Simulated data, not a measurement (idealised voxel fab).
The document below concerns the process module designated voxel ribs on slabs.
FYI the section here is cut, 245 nm wide, cells are 5 nm squares.
Cross-section, as written here: a square-cell grid given band by band from the top down, where a band holds one or more rows of cells. What a band's entry tells you: where the top is and where the bottom is, as heights in nm, and after that what lies inside, material by material from left to right, each with its width in nm. Empty space is written as the word "empty", and a single material marked with the word "throughout" occupies the band from edge to edge. Heights are reckoned from 0. Under this level, the received wafer is all of one material. The bottommost band is open-ended downward, for example "0 nm and below". Quick explanation for "30..40": the width changes in equal steps down the rows of cells, from the first number in the band's top row to the second number in its bottom row. Step note "left unchanged" = no cross-section cell changed. Reported under the label "Closed void register" are the empty spaces having no open way to the top and comprising 8 cells or more; the notation for each is width x height at distance, in which the distance is measured from the left edge and all three values are in nm. The remark found on a step's line after its settings is issued by the simulator itself and pertains to that step. overlay nm: on a step with a mask, how far right of its planned place the mask lay; negative means left.
Below is the list of planned process steps:
step 1: RECEIVE with material Si
step 2: DIRECTIONAL_DEP with material SiO2, thk nm 25
step 3: DIRECTIONAL_DEP with material SiN, thk nm 25
step 4: DIRECTIONAL_DEP with material aC, thk nm 15
step 5: PATTERN with tone cover, mask id RIB, material resist, width nm 15, thk nm 30, overlay nm 0
step 6: DIRECTIONAL_ETCH with etch materials aC, depth nm 15
step 7: STRIP with etch materials resist
step 8: DIRECTIONAL_ETCH with etch materials SiN, depth nm 5
step 9: STRIP with etch materials aC
step 10: MASKED_ETCH with tone cover, mask id SLAB, width nm 55, etch materials SiN, depth nm 20, overlay nm 0
step 11: FILL_DEP with material SiO2, thk nm 20
step 12: CMP with height nm 65
step 13: DIRECTIONAL_DEP with material TiN, thk nm 10
step 14: PATTERN with tone cover, mask id HEATER, material resist, width nm 25, thk nm 15, overlay nm 0
step 15: DIRECTIONAL_ETCH with etch materials TiN, depth nm 10
step 16: STRIP with etch materials resist
step 17: CONFORMAL_DEP with material SiN, thk nm 10
as received, after step 1:
* 0 nm and below | Si throughout
* Closed void register: none
Cross-section, first of two wafers, end of module, run as planned:
* 85 nm to 75 nm | empty 100 nm | SiN 45 nm | empty 100 nm
* 75 nm to 65 nm | SiN 110 nm | TiN 25 nm | SiN 110 nm
* 65 nm to 50 nm | SiO2 throughout
* 50 nm to 45 nm | SiO2 115 nm | SiN 15 nm | SiO2 115 nm
* 45 nm to 25 nm | SiO2 95 nm | SiN 55 nm | SiO2 95 nm
* 25 nm to 0 nm | SiO2 throughout
* 0 nm and below | Si throughout
* Closed void register: none
What the second wafer looks like in cross-section once the module is done. Its start and its plan matched the first wafer's exactly; what differed was one mistake in how it was run:
* 85 nm to 75 nm | empty 100 nm | SiN 45 nm | empty 100 nm
* 75 nm to 65 nm | SiN 110 nm | TiN 25 nm | SiN 110 nm
* 65 nm to 45 nm | SiO2 throughout
* 45 nm to 30 nm | SiN 95 nm | SiO2 55 nm | SiN 95 nm
* 30 nm to 25 nm | SiN 95 nm | SiO2 20 nm | SiN 15 nm | SiO2 20 nm | SiN 95 nm
* 25 nm to 0 nm | SiO2 throughout
* 0 nm and below | Si throughout
* Closed void register: none
What broke from the plan during processing? it should be noted that step 10 was executed with settings other than those planned, the operation and settings actually applied being MASKED_ETCH with tone open, mask id SLAB, width nm 55, etch materials SiN, depth nm 20, overlay nm 0
The closing comparison, in cells, has the second wafer with more or fewer of some materials than the first: SiN +108 | SiO2 -108
